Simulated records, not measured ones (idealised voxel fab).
process module | voxel transistor to metal
cross-section cut | 165 nm wide | cells 5 nm
A cross-section is a grid of square cells, given in bands from the top down. A band is one or more rows of cells.
Each band's line starts with the height of the band's top and of its bottom, in nm. Then come its materials from left to right, each with its width in nm. One material with "throughout" fills the band from edge to edge. "air" is empty space.
Height 0 is the level under which the wafer as received is all one material. The lowest band goes on downwards, as in "0 down".
A width such as "30 to 40" changes by the same amount from each row of cells to the next, from the band's top row to its bottom row.
"no change" after a step means that no cell of the cross-section changed.
closed voids: empty space of 8 cells or more with no open way to the top, each as width x height at its distance from the left edge, in nm
after a step's settings: what the simulator itself notes on the step
overlay nm, on a step with a mask: how far to the right of its planned place the mask lay; to the left if negative
Each pair below shows a cross-section before one step and the cross-section after it, down to the lowest band that changed. The line under each pair gives the step between them, with its settings. The pairs can come from different runs of this module on the same starting wafer, so a pair continues from the pair above only where its "before" says so.
before
  35 to 25: W throughout
  25 to 20: W 50 | Cu 30 | W 5 | Cu 30 | W 50
  20 to 15: Cu 55 | HfO2 20 | Cu 5 | W 5 | Cu 5 | HfO2 20 | Cu 55
  15 to 10: HfO2 60 | SiN 10 | HfO2 5 | Cu 5 | W 5 | Cu 5 | HfO2 5 | SiN 10 | HfO2 60
  10 to 0: SiO2 60 | SiN 10 | HfO2 5 | Cu 5 | W 5 | Cu 5 | HfO2 5 | SiN 10 | SiO2 60
  0 to -5: SiO2 20 | SiN 10 | SiO2 30 | SiN 10 | HfO2 5 | Cu 15 | HfO2 5 | SiN 10 | SiO2 30 | SiN 10 | SiO2 20
  -5 to -10: SiO2 30 | pSi 30 | SiO2 5 | HfO2 35 | SiO2 5 | pSi 30 | SiO2 30
  -10 to -40: SiO2 30 | Si 105 | SiO2 30
  -40 down: Si throughout
  closed voids: none
after
  10 to 0: SiO2 60 | SiN 10 | HfO2 5 | Cu 5 | W 5 | Cu 5 | HfO2 5 | SiN 10 | SiO2 60
  below 0: unchanged
  closed voids: none
the step between: op CMP | height nm 10
before: the cross-section after the pair above
after
  25 to 10: SiO2 throughout
  below 10: unchanged
  closed voids: none
the step between: op DIRECTIONAL_DEP | material SiO2 | thk nm 15
before: the cross-section after the pair above
after
  35 to 25: aC throughout
  below 25: unchanged
  closed voids: none
the step between: op DIRECTIONAL_DEP | material aC | thk nm 10
before: the cross-section after the pair above
after
  60 to 35: resist 30 | air 20 | resist 65 | air 20 | resist 30
  below 35: unchanged
  closed voids: none
the step between: op PATTERN | tone open | mask id CONTACT | material resist | width nm 20 | pitch nm 85 | thk nm 25 | overlay nm 0
before: the cross-section after the pair above
after
  50 to 35: resist 30 | air 20 | resist 65 | air 20 | resist 30
  35 to 25: aC 30 | air 20 | aC 65 | air 20 | aC 30
  below 25: unchanged
  closed voids: none
the step between: op DIRECTIONAL_ETCH | etch materials aC | depth nm 10
before: the cross-section after the pair above
after
  35 to 25: aC 30 | air 20 | aC 65 | air 20 | aC 30
  below 25: unchanged
  closed voids: none
the step between: op STRIP | etch materials resist
before: the cross-section after the pair above
after
  35 to 25: aC 30 | air 20 | aC 65 | air 20 | aC 30
  25 to 10: SiO2 30 | air 20 | SiO2 65 | air 20 | SiO2 30
  10 to 0: SiO2 30 | air 20 | SiO2 10 | SiN 10 | HfO2 5 | Cu 5 | W 5 | Cu 5 | HfO2 5 | SiN 10 | SiO2 10 | air 20 | SiO2 30
  0 to -5: SiO2 20 | SiN 10 | air 20 | SiO2 10 | SiN 10 | HfO2 5 | Cu 15 | HfO2 5 | SiN 10 | SiO2 10 | air 20 | SiN 10 | SiO2 20
  below -5: unchanged
  closed voids: none
the step between: op DIRECTIONAL_ETCH | etch materials SiO2 | depth nm 30
before: the cross-section after the pair above
after
  25 to 10: SiO2 30 | air 20 | SiO2 65 | air 20 | SiO2 30
  below 10: unchanged
  closed voids: none
the step between: op STRIP | etch materials aC
before: the cross-section after the pair above
after
  30 to 25: TiN 35 | air 10 | TiN 75 | air 10 | TiN 35
  25 to 10: SiO2 30 | TiN 5 | air 10 | TiN 5 | SiO2 65 | TiN 5 | air 10 | TiN 5 | SiO2 30
  10 to 0: SiO2 30 | TiN 5 | air 10 | TiN 5 | SiO2 10 | SiN 10 | HfO2 5 | Cu 5 | W 5 | Cu 5 | HfO2 5 | SiN 10 | SiO2 10 | TiN 5 | air 10 | TiN 5 | SiO2 30
  0 to -5: SiO2 20 | SiN 10 | TiN 20 | SiO2 10 | SiN 10 | HfO2 5 | Cu 15 | HfO2 5 | SiN 10 | SiO2 10 | TiN 20 | SiN 10 | SiO2 20
  below -5: unchanged
  closed voids: none
the step between: op CONFORMAL_DEP | material TiN | thk nm 5
before: the cross-section after the pair above
after
  35 to 30: W throughout
  30 to 25: TiN 35 | W 10 | TiN 75 | W 10 | TiN 35
  25 to 10: SiO2 30 | TiN 5 | W 10 | TiN 5 | SiO2 65 | TiN 5 | W 10 | TiN 5 | SiO2 30
  10 to 0: SiO2 30 | TiN 5 | W 10 | TiN 5 | SiO2 10 | SiN 10 | HfO2 5 | Cu 5 | W 5 | Cu 5 | HfO2 5 | SiN 10 | SiO2 10 | TiN 5 | W 10 | TiN 5 | SiO2 30
  below 0: unchanged
  closed voids: none
the step between: op FILL_DEP | material W | thk nm 5
before: the cross-section after the pair above
after
  25 to 10: SiO2 30 | TiN 5 | W 10 | TiN 5 | SiO2 65 | TiN 5 | W 10 | TiN 5 | SiO2 30
  below 10: unchanged
  closed voids: none
the step between: op CMP | height nm 25
before: the cross-section after the pair above
after
  30 to 25: SiCN throughout
  below 25: unchanged
  closed voids: none
the step between: op CONFORMAL_DEP | material SiCN | thk nm 5
before: the cross-section after the pair above
after
  50 to 30: SiO2 throughout
  below 30: unchanged
  closed voids: none
the step between: op DIRECTIONAL_DEP | material SiO2 | thk nm 20
before: the cross-section after the pair above
after
  50 to 30: SiO2 30 | air 20 | SiO2 65 | air 20 | SiO2 30
  below 30: unchanged
  closed voids: none
the step between: op MASKED_ETCH | tone open | mask id METAL_1 | width nm 20 | pitch nm 85 | etch materials SiO2 | depth nm 20 | overlay nm 0
before: the cross-section after the pair above
after
  50 to 30: SiO2 30 | air 20 | SiO2 65 | air 20 | SiO2 30
  30 to 25: SiCN 30 | air 20 | SiCN 65 | air 20 | SiCN 30
  below 25: unchanged
  closed voids: none
the step between: op MASKED_ETCH | tone open | mask id METAL_1 | width nm 20 | pitch nm 85 | etch materials SiCN | depth nm 5 | overlay nm 0
before: the cross-section after the pair above
after
  55 to 50: TiN 35 | air 10 | TiN 75 | air 10 | TiN 35
  50 to 30: SiO2 30 | TiN 5 | air 10 | TiN 5 | SiO2 65 | TiN 5 | air 10 | TiN 5 | SiO2 30
  30 to 25: SiCN 30 | TiN 20 | SiCN 65 | TiN 20 | SiCN 30
  below 25: unchanged
  closed voids: none
the step between: op CONFORMAL_DEP | material TiN | thk nm 5
before: the cross-section after the pair above
after
  60 to 55: Cu throughout
  55 to 50: TiN 35 | Cu 10 | TiN 75 | Cu 10 | TiN 35
  50 to 30: SiO2 30 | TiN 5 | Cu 10 | TiN 5 | SiO2 65 | TiN 5 | Cu 10 | TiN 5 | SiO2 30
  below 30: unchanged
  closed voids: none
the step between: op FILL_DEP | material Cu | thk nm 5
before: the cross-section after the pair above
after
  50 to 30: SiO2 30 | TiN 5 | Cu 10 | TiN 5 | SiO2 65 | TiN 5 | Cu 10 | TiN 5 | SiO2 30
  below 30: unchanged
  closed voids: none
the step between: op CMP | height nm 50
before: the cross-section after the pair above
after
  55 to 50: SiCN throughout
  below 50: unchanged
  closed voids: none
the step between: op CONFORMAL_DEP | material SiCN | thk nm 5
before
  10 to 0: SiN throughout
  0 to -5: SiO2 throughout
  -5 down: Si throughout
  closed voids: none
after
  10 to 0: SiN 25 | air 115 | SiN 25
  below 0: unchanged
  closed voids: none
the step between: op MASKED_ETCH | tone open | mask id ACTIVE | width nm 115 | etch materials SiN | depth nm 10 | overlay nm 0
before: the cross-section after the pair above
after
  20 to 10: SiO2 throughout
  10 to 0: SiN 25 | SiO2 115 | SiN 25
  below 0: unchanged
  closed voids: none
the step between: op FILL_DEP | material SiO2 | thk nm 10
before: the cross-section after the pair above
after
  10 to 0: SiN 25 | SiO2 115 | SiN 25
  below 0: unchanged
  closed voids: none
the step between: op CMP | height nm 10
before: the cross-section after the pair above
after
  10 to 5: SiN 25 | air 115 | SiN 25
  below 5: unchanged
  closed voids: none
the step between: op SELECTIVE_ETCH | etch materials SiO2 | depth nm 5
before: the cross-section after the pair above
after
  5 to 0: air 25 | SiO2 115 | air 25
  below 0: unchanged
  closed voids: none
the step between: op STRIP | etch materials SiN
before: the cross-section after the pair above
after
  0 to -5: air 30 | SiO2 105 | air 30
  below -5: unchanged
  closed voids: none
the step between: op SELECTIVE_ETCH | etch materials SiO2 | depth nm 5
before: the cross-section after the pair above
after
  0 to -5: air 30 | SiO2 105 | air 30
  -5 to -10: SiO2 35 | Si 95 | SiO2 35
  below -10: unchanged
  closed voids: none
the step between: op OXIDIZE | depth nm 5
before: the cross-section after the pair above
after
  20 to 15: air 30 | polySi 105 | air 30
  15 to 0: polySi throughout
  0 to -5: polySi 30 | SiO2 105 | polySi 30
  below -5: unchanged
  closed voids: none
the step between: op DIRECTIONAL_DEP | material polySi | thk nm 20
before: the cross-section after the pair above
after
  35 to 30: air 30 | SiCN 105 | air 30
  30 to 20: SiCN throughout
  20 to 15: SiCN 30 | polySi 105 | SiCN 30
  below 15: unchanged
  closed voids: none
the step between: op DIRECTIONAL_DEP | material SiCN | thk nm 15
before: the cross-section after the pair above
after
  50 to 45: air 30 | aC 105 | air 30
  45 to 35: aC throughout
  35 to 30: aC 30 | SiCN 105 | aC 30
  below 30: unchanged
  closed voids: none
the step between: op DIRECTIONAL_DEP | material aC | thk nm 15
before: the cross-section after the pair above
after
  85 to 50: air 70 | resist 25 | air 70
  below 50: unchanged
  closed voids: none
the step between: op PATTERN | tone cover | mask id GATE | material resist | width nm 25 | thk nm 35 | overlay nm 0
before: the cross-section after the pair above
after
  70 to 50: air 70 | resist 25 | air 70
  50 to 35: air 70 | aC 25 | air 70
  35 to 30: air 30 | SiCN 105 | air 30
  below 30: unchanged
  closed voids: none
the step between: op DIRECTIONAL_ETCH | etch materials aC | depth nm 15
before: the cross-section after the pair above
after
  50 to 35: air 70 | aC 25 | air 70
  below 35: unchanged
  closed voids: none
the step between: op STRIP | etch materials resist
before: the cross-section after the pair above
after
  50 to 35: air 70 | aC 25 | air 70
  35 to 20: air 70 | SiCN 25 | air 70
  20 to 15: air 30 | polySi 105 | air 30
  below 15: unchanged
  closed voids: none
the step between: op DIRECTIONAL_ETCH | etch materials SiCN | depth nm 25
before: the cross-section after the pair above
after
  50 to 35: air 70 | aC 25 | air 70
  35 to 20: air 70 | SiCN 25 | air 70
  20 to 0: air 70 | polySi 25 | air 70
  0 to -5: air 30 | SiO2 105 | air 30
  below -5: unchanged
  closed voids: none
the step between: op DIRECTIONAL_ETCH | etch materials polySi | depth nm 30
before: the cross-section after the pair above
after
  35 to 20: air 70 | SiCN 25 | air 70
  below 20: unchanged
  closed voids: none
the step between: op STRIP | etch materials aC
before: the cross-section after the pair above
after
  45 to 35: air 60 | SiN 45 | air 60
  35 to 20: air 60 | SiN 10 | SiCN 25 | SiN 10 | air 60
  20 to 10: air 60 | SiN 10 | polySi 25 | SiN 10 | air 60
  10 to 5: air 20 | SiN 50 | polySi 25 | SiN 50 | air 20
  5 to 0: SiN 70 | polySi 25 | SiN 70
  0 to -5: SiN 30 | SiO2 105 | SiN 30
  below -5: unchanged
  closed voids: none
the step between: op CONFORMAL_DEP | material SiN | thk nm 10
before: the cross-section after the pair above
after
  35 to 20: air 60 | SiN 10 | SiCN 25 | SiN 10 | air 60
  20 to 0: air 60 | SiN 10 | polySi 25 | SiN 10 | air 60
  0 to -5: air 20 | SiN 10 | SiO2 105 | SiN 10 | air 20
  below -5: unchanged
  closed voids: none
the step between: op DIRECTIONAL_ETCH | etch materials SiN | depth nm 10
before: the cross-section after the pair above
after
  35 to 20: air 60 | SiN 10 | SiCN 25 | SiN 10 | air 60
  20 to 0: air 60 | SiN 10 | polySi 25 | SiN 10 | air 60
  0 to -5: air 20 | SiN 10 | air 30 | SiO2 45 | air 30 | SiN 10 | air 20
  -5 to -10: air 20 | SiO2 15 | Si 95 | SiO2 15 | air 20
  below -10: unchanged
  closed voids: none
the step between: op DIRECTIONAL_ETCH | etch materials SiO2 | depth nm 5
before: the cross-section after the pair above
after
  35 to 20: air 60 | SiN 10 | SiCN 25 | SiN 10 | air 60
  20 to 0: air 60 | SiN 10 | polySi 25 | SiN 10 | air 60
  0 to -5: air 20 | SiN 10 | pSi 30 | SiO2 45 | pSi 30 | SiN 10 | air 20
  -5 to -10: pSi 20 | SiO2 15 | Si 95 | SiO2 15 | pSi 20
  below -10: unchanged
  closed voids: none
the step between: op EPI | material pSi | thk nm 5
before: the cross-section after the pair above
after
  40 to 35: SiO2 throughout
  35 to 20: SiO2 60 | SiN 10 | SiCN 25 | SiN 10 | SiO2 60
  20 to 0: SiO2 60 | SiN 10 | polySi 25 | SiN 10 | SiO2 60
  0 to -5: SiO2 20 | SiN 10 | pSi 30 | SiO2 45 | pSi 30 | SiN 10 | SiO2 20
  below -5: unchanged
  closed voids: none
the step between: op FILL_DEP | material SiO2 | thk nm 5
before: the cross-section after the pair above
after
  15 to 0: SiO2 60 | SiN 10 | polySi 25 | SiN 10 | SiO2 60
  below 0: unchanged
  closed voids: none
the step between: op CMP | height nm 15
before: the cross-section after the pair above
after
  15 to 0: SiO2 60 | SiN 10 | air 25 | SiN 10 | SiO2 60
  below 0: unchanged
  closed voids: none
the step between: op STRIP | etch materials polySi
before: the cross-section after the pair above
after
  15 to 10: air 60 | SiN 10 | air 25 | SiN 10 | air 60
  10 to 0: SiO2 60 | SiN 10 | air 25 | SiN 10 | SiO2 60
  0 to -5: SiO2 20 | SiN 10 | pSi 30 | SiO2 5 | air 35 | SiO2 5 | pSi 30 | SiN 10 | SiO2 20
  below -5: unchanged
  closed voids: none
the step between: op SELECTIVE_ETCH | etch materials SiO2 | depth nm 5
before: the cross-section after the pair above
after
  20 to 15: air 55 | HfO2 20 | air 15 | HfO2 20 | air 55
  15 to 10: HfO2 60 | SiN 10 | HfO2 5 | air 15 | HfO2 5 | SiN 10 | HfO2 60
  10 to 0: SiO2 60 | SiN 10 | HfO2 5 | air 15 | HfO2 5 | SiN 10 | SiO2 60
  0 to -5: SiO2 20 | SiN 10 | pSi 30 | SiO2 5 | HfO2 35 | SiO2 5 | pSi 30 | SiN 10 | SiO2 20
  below -5: unchanged
  closed voids: none
the step between: op CONFORMAL_DEP | material HfO2 | thk nm 5
before: the cross-section after the pair above
after
  25 to 20: air 50 | TiN 30 | air 5 | TiN 30 | air 50
  20 to 15: TiN 55 | HfO2 20 | TiN 5 | air 5 | TiN 5 | HfO2 20 | TiN 55
  15 to 10: HfO2 60 | SiN 10 | HfO2 5 | TiN 5 | air 5 | TiN 5 | HfO2 5 | SiN 10 | HfO2 60
  10 to 5: SiO2 60 | SiN 10 | HfO2 5 | TiN 5 | air 5 | TiN 5 | HfO2 5 | SiN 10 | SiO2 60
  5 to 0: SiO2 60 | SiN 10 | HfO2 5 | TiN 15 | HfO2 5 | SiN 10 | SiO2 60
  below 0: unchanged
  closed voids: none
the step between: op CONFORMAL_DEP | material TiN | thk nm 5
before: the cross-section after the pair above
after
  35 to 25: W throughout
  25 to 20: W 50 | TiN 30 | W 5 | TiN 30 | W 50
  20 to 15: TiN 55 | HfO2 20 | TiN 5 | W 5 | TiN 5 | HfO2 20 | TiN 55
  15 to 10: HfO2 60 | SiN 10 | HfO2 5 | TiN 5 | W 5 | TiN 5 | HfO2 5 | SiN 10 | HfO2 60
  10 to 5: SiO2 60 | SiN 10 | HfO2 5 | TiN 5 | W 5 | TiN 5 | HfO2 5 | SiN 10 | SiO2 60
  below 5: unchanged
  closed voids: none
the step between: op FILL_DEP | material W | thk nm 10
before: the cross-section after the pair above
after
  10 to 5: SiO2 60 | SiN 10 | HfO2 5 | TiN 5 | W 5 | TiN 5 | HfO2 5 | SiN 10 | SiO2 60
  below 5: unchanged
  closed voids: none
the step between: op CMP | height nm 10
before: the cross-section after the pair above
after
  25 to 10: SiO2 throughout
  below 10: unchanged
  closed voids: none
the step between: op DIRECTIONAL_DEP | material SiO2 | thk nm 15
before: the cross-section after the pair above
after
  35 to 25: aC throughout
  below 25: unchanged
  closed voids: none
the step between: op DIRECTIONAL_DEP | material aC | thk nm 10
before: the cross-section after the pair above
after
  60 to 35: resist 30 | air 20 | resist 65 | air 20 | resist 30
  below 35: unchanged
  closed voids: none
the step between: op PATTERN | tone open | mask id CONTACT | material resist | width nm 20 | pitch nm 85 | thk nm 25 | overlay nm 0
before: the cross-section after the pair above
after
  50 to 35: resist 30 | air 20 | resist 65 | air 20 | resist 30
  35 to 25: aC 30 | air 20 | aC 65 | air 20 | aC 30
  below 25: unchanged
  closed voids: none
the step between: op DIRECTIONAL_ETCH | etch materials aC | depth nm 10
before: the cross-section after the pair above
after
  35 to 25: aC 30 | air 20 | aC 65 | air 20 | aC 30
  below 25: unchanged
  closed voids: none
the step between: op STRIP | etch materials resist
before: the cross-section after the pair above
after
  35 to 25: aC 30 | air 20 | aC 65 | air 20 | aC 30
  25 to 10: SiO2 30 | air 20 | SiO2 65 | air 20 | SiO2 30
  10 to 5: SiO2 30 | air 20 | SiO2 10 | SiN 10 | HfO2 5 | TiN 5 | W 5 | TiN 5 | HfO2 5 | SiN 10 | SiO2 10 | air 20 | SiO2 30
  5 to 0: SiO2 30 | air 20 | SiO2 10 | SiN 10 | HfO2 5 | TiN 15 | HfO2 5 | SiN 10 | SiO2 10 | air 20 | SiO2 30
  below 0: unchanged
  closed voids: none
the step between: op DIRECTIONAL_ETCH | etch materials SiO2 | depth nm 30
before: the cross-section after the pair above
after
  25 to 10: SiO2 30 | air 20 | SiO2 65 | air 20 | SiO2 30
  below 10: unchanged
  closed voids: none
the step between: op STRIP | etch materials aC
before: the cross-section after the pair above
after
  30 to 25: TiN 35 | air 10 | TiN 75 | air 10 | TiN 35
  25 to 10: SiO2 30 | TiN 5 | air 10 | TiN 5 | SiO2 65 | TiN 5 | air 10 | TiN 5 | SiO2 30
  10 to 5: SiO2 30 | TiN 5 | air 10 | TiN 5 | SiO2 10 | SiN 10 | HfO2 5 | TiN 5 | W 5 | TiN 5 | HfO2 5 | SiN 10 | SiO2 10 | TiN 5 | air 10 | TiN 5 | SiO2 30
  5 to 0: SiO2 30 | TiN 20 | SiO2 10 | SiN 10 | HfO2 5 | TiN 15 | HfO2 5 | SiN 10 | SiO2 10 | TiN 20 | SiO2 30
  below 0: unchanged
  closed voids: none
the step between: op CONFORMAL_DEP | material TiN | thk nm 5
before: the cross-section after the pair above
after
  35 to 30: W throughout
  30 to 25: TiN 35 | W 10 | TiN 75 | W 10 | TiN 35
  25 to 10: SiO2 30 | TiN 5 | W 10 | TiN 5 | SiO2 65 | TiN 5 | W 10 | TiN 5 | SiO2 30
  10 to 5: SiO2 30 | TiN 5 | W 10 | TiN 5 | SiO2 10 | SiN 10 | HfO2 5 | TiN 5 | W 5 | TiN 5 | HfO2 5 | SiN 10 | SiO2 10 | TiN 5 | W 10 | TiN 5 | SiO2 30
  below 5: unchanged
  closed voids: none
the step between: op FILL_DEP | material W | thk nm 5
before: the cross-section after the pair above
after
  25 to 10: SiO2 30 | TiN 5 | W 10 | TiN 5 | SiO2 65 | TiN 5 | W 10 | TiN 5 | SiO2 30
  below 10: unchanged
  closed voids: none
the step between: op CMP | height nm 25
before: the cross-section after the pair above
after
  30 to 25: SiCN throughout
  below 25: unchanged
  closed voids: none
the step between: op CONFORMAL_DEP | material SiCN | thk nm 5
before: the cross-section after the pair above
after
  50 to 30: SiO2 throughout
  below 30: unchanged
  closed voids: none
the step between: op DIRECTIONAL_DEP | material SiO2 | thk nm 20
before: the cross-section after the pair above
after
  50 to 30: SiO2 30 | air 20 | SiO2 65 | air 20 | SiO2 30
  below 30: unchanged
  closed voids: none
the step between: op MASKED_ETCH | tone open | mask id METAL_1 | width nm 20 | pitch nm 85 | etch materials SiO2 | depth nm 20 | overlay nm 0
before: the cross-section after the pair above
after
  50 to 30: SiO2 30 | air 20 | SiO2 65 | air 20 | SiO2 30
  30 to 25: SiCN 30 | air 20 | SiCN 65 | air 20 | SiCN 30
  below 25: unchanged
  closed voids: none
the step between: op MASKED_ETCH | tone open | mask id METAL_1 | width nm 20 | pitch nm 85 | etch materials SiCN | depth nm 5 | overlay nm 0
before: the cross-section after the pair above
after
  55 to 50: TiN 35 | air 10 | TiN 75 | air 10 | TiN 35
  50 to 30: SiO2 30 | TiN 5 | air 10 | TiN 5 | SiO2 65 | TiN 5 | air 10 | TiN 5 | SiO2 30
  30 to 25: SiCN 30 | TiN 20 | SiCN 65 | TiN 20 | SiCN 30
  below 25: unchanged
  closed voids: none
the step between: op CONFORMAL_DEP | material TiN | thk nm 5
before: the cross-section after the pair above
after
  60 to 55: Cu throughout
  55 to 50: TiN 35 | Cu 10 | TiN 75 | Cu 10 | TiN 35
  50 to 30: SiO2 30 | TiN 5 | Cu 10 | TiN 5 | SiO2 65 | TiN 5 | Cu 10 | TiN 5 | SiO2 30
  below 30: unchanged
  closed voids: none
the step between: op FILL_DEP | material Cu | thk nm 5
before: the cross-section after the pair above
after
  50 to 30: SiO2 30 | TiN 5 | Cu 10 | TiN 5 | SiO2 65 | TiN 5 | Cu 10 | TiN 5 | SiO2 30
  below 30: unchanged
  closed voids: none
the step between: op CMP | height nm 50
before: the cross-section after the pair above
after
  55 to 50: SiCN throughout
  below 50: unchanged
  closed voids: none
the step between: op CONFORMAL_DEP | material SiCN | thk nm 5
